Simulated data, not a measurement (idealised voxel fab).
The document below concerns the process module designated voxel air gaps.
In the cross-section labelled cut, the width is 170 nm and each square cell is 5 nm.
A cross-section is written here as square cells arranged in a grid, and it is given in bands from the top down, each band taking up one or more rows of cells. What a band's entry tells you: where the top is and where the bottom is, as heights in nm, and after that what lies inside, material by material from left to right, each with its width in nm. Empty space is written as the word "air", and a single material marked with the word "all across" occupies the band from edge to edge. Counting heights begins at 0, where everything beneath is, in the wafer as received, one material. The lowest band has no bottom; it goes on downwards, as "0 and below" shows. Width spec "30 to 40" -> top row of cells at first value, bottom row at second value, equal per-row change in between. "left unchanged" for a step: no cell of the cross-section changed in that step. "Closed internal voids" specifies each empty space that is not open to the top and that occupies no fewer than 8 cells, using the form width x height at distance, the distance measured from the left edge and all three quantities in nm. Formally, on a step line, whatever follows the settings is a remark that the simulator itself makes on the step. A step's line can hold "overlay nm"; with a mask on that step, the setting says how far right of the planned place the mask lay, while a negative setting says it lay to the left.

plan
1. op RECEIVE | material Si
2. op CONFORMAL_DEP | material SiO2 | thk nm 10
3. op CONFORMAL_DEP | material SiN | thk nm 5
4. op DIRECTIONAL_DEP | material lowk | thk nm 40
5. op DIRECTIONAL_DEP | material aC | thk nm 10
6. op PATTERN | tone open | mask id LINES | material resist | width nm 20 | pitch nm 45 | thk nm 25 | overlay nm 0
7. op DIRECTIONAL_ETCH | etch materials aC | depth nm 10
8. op STRIP | etch materials resist
9. op DIRECTIONAL_ETCH | etch materials lowk | depth nm 40
10. op STRIP | etch materials aC
11. op CONFORMAL_DEP | material TiN | thk nm 5
12. op FILL_DEP | material Ru | thk nm 10
13. op CMP | height nm 55
14. op EPI | material Ru | thk nm 10
15. op SELECTIVE_ETCH | etch materials lowk | depth nm 50
16. op CONFORMAL_DEP | material SiCN | thk nm 5

First wafer, two in total, run as planned

As-received wafer cross-section (after step 1)
    0 and below | Si all across
    Closed internal voids: none

Once step 2 is through, the wafer looks like this in cross-section
    10 down to 0 | SiO2 all across
    Heights below 0 show no change.

Once step 3 is through, the wafer looks like this in cross-section
    15 down to 10 | SiN all across
    Heights below 10 show no change.

Once step 4 is through, the wafer looks like this in cross-section
    55 down to 15 | lowk all across
    Heights below 15 show no change.

Once step 5 is through, the wafer looks like this in cross-section
    65 down to 55 | aC all across
    Heights below 55 show no change.

Once step 6 is through, the wafer looks like this in cross-section
    90 down to 65 | resist 30  air 20  resist 25  air 20  resist 25  air 20  resist 30
    Heights below 65 show no change.

Once step 7 is through, the wafer looks like this in cross-section
    80 down to 65 | resist 30  air 20  resist 25  air 20  resist 25  air 20  resist 30
    65 down to 55 | aC 30  air 20  aC 25  air 20  aC 25  air 20  aC 30
    Heights below 55 show no change.

Once step 8 is through, the wafer looks like this in cross-section
    65 down to 55 | aC 30  air 20  aC 25  air 20  aC 25  air 20  aC 30
    Heights below 55 show no change.

Once step 9 is through, the wafer looks like this in cross-section
    65 down to 55 | aC 30  air 20  aC 25  air 20  aC 25  air 20  aC 30
    55 down to 15 | lowk 30  air 20  lowk 25  air 20  lowk 25  air 20  lowk 30
    Heights below 15 show no change.

Once step 10 is through, the wafer looks like this in cross-section
    55 down to 15 | lowk 30  air 20  lowk 25  air 20  lowk 25  air 20  lowk 30
    Heights below 15 show no change.

Once step 11 is through, the wafer looks like this in cross-section
    60 down to 55 | TiN 35  air 10  TiN 35  air 10  TiN 35  air 10  TiN 35
    55 down to 20 | lowk 30  TiN 5  air 10  TiN 5  lowk 25  TiN 5  air 10  TiN 5  lowk 25  TiN 5  air 10  TiN 5  lowk 30
    20 down to 15 | lowk 30  TiN 20  lowk 25  TiN 20  lowk 25  TiN 20  lowk 30
    Heights below 15 show no change.

Once step 12 is through, the wafer looks like this in cross-section
    70 down to 60 | Ru all across
    60 down to 55 | TiN 35  Ru 10  TiN 35  Ru 10  TiN 35  Ru 10  TiN 35
    55 down to 20 | lowk 30  TiN 5  Ru 10  TiN 5  lowk 25  TiN 5  Ru 10  TiN 5  lowk 25  TiN 5  Ru 10  TiN 5  lowk 30
    Heights below 20 show no change.

Once step 13 is through, the wafer looks like this in cross-section
    55 down to 20 | lowk 30  TiN 5  Ru 10  TiN 5  lowk 25  TiN 5  Ru 10  TiN 5  lowk 25  TiN 5  Ru 10  TiN 5  lowk 30
    Heights below 20 show no change.

Once step 14 is through, the wafer looks like this in cross-section
    65 down to 55 | air 20  Ru 40  air 5  Ru 40  air 5  Ru 40  air 20
    Heights below 55 show no change.

Once step 15 is through, the wafer looks like this in cross-section
    65 down to 55 | air 20  Ru 40  air 5  Ru 40  air 5  Ru 40  air 20
    55 down to 20 | air 30  TiN 5  Ru 10  TiN 5  air 25  TiN 5  Ru 10  TiN 5  air 25  TiN 5  Ru 10  TiN 5  air 30
    20 down to 15 | air 30  TiN 20  air 25  TiN 20  air 25  TiN 20  air 30
    Heights below 15 show no change.

Once step 16 is through, the wafer looks like this in cross-section
    70 down to 65 | air 15  SiCN 140  air 15
    65 down to 55 | air 15  SiCN 5  Ru 40  SiCN 5  Ru 40  SiCN 5  Ru 40  SiCN 5  air 15
    55 down to 50 | air 15  SiCN 15  TiN 5  Ru 10  TiN 5  SiCN 25  TiN 5  Ru 10  TiN 5  SiCN 25  TiN 5  Ru 10  TiN 5  SiCN 15  air 15
    50 down to 20 | air 25  SiCN 5  TiN 5  Ru 10  TiN 5  SiCN 5  air 15  SiCN 5  TiN 5  Ru 10  TiN 5  SiCN 5  air 15  SiCN 5  TiN 5  Ru 10  TiN 5  SiCN 5  air 25
    20 down to 15 | SiCN 30  TiN 20  SiCN 25  TiN 20  SiCN 25  TiN 20  SiCN 30
    Heights below 15 show no change.
    Closed internal voids: 15 x 30 at 55; 15 x 30 at 100

Second wafer - shared start and plan with the first - one error in running - same as the first up to step 15 inclusive

Second wafer, section view, time point: scheduled end of step 16
    80 down to 65 | air 5  SiCN 160  air 5
    65 down to 55 | air 5  SiCN 15  Ru 40  SiCN 5  Ru 40  SiCN 5  Ru 40  SiCN 15  air 5
    55 down to 50 | air 5  SiCN 25  TiN 5  Ru 10  TiN 5  SiCN 25  TiN 5  Ru 10  TiN 5  SiCN 25  TiN 5  Ru 10  TiN 5  SiCN 25  air 5
    50 down to 40 | air 5  SiCN 25  TiN 5  Ru 10  TiN 5  SiCN 5  air 15  SiCN 5  TiN 5  Ru 10  TiN 5  SiCN 5  air 15  SiCN 5  TiN 5  Ru 10  TiN 5  SiCN 25  air 5
    40 down to 30 | air 15  SiCN 15  TiN 5  Ru 10  TiN 5  SiCN 5  air 15  SiCN 5  TiN 5  Ru 10  TiN 5  SiCN 5  air 15  SiCN 5  TiN 5  Ru 10  TiN 5  SiCN 15  air 15
    30 down to 20 | SiCN 30  TiN 5  Ru 10  TiN 5  SiCN 5  air 15  SiCN 5  TiN 5  Ru 10  TiN 5  SiCN 5  air 15  SiCN 5  TiN 5  Ru 10  TiN 5  SiCN 30
    20 down to 15 | SiCN 30  TiN 20  SiCN 25  TiN 20  SiCN 25  TiN 20  SiCN 30
    Heights below 15 show no change.
    Closed internal voids: 15 x 30 at 55; 15 x 30 at 100
The mistake made against the process plan was this: step 16 was not run as planned; what actually ran was op CONFORMAL_DEP | material SiCN | thk nm 15
Materials where the second wafer ends with more or fewer cells than the first: SiCN: 124 more
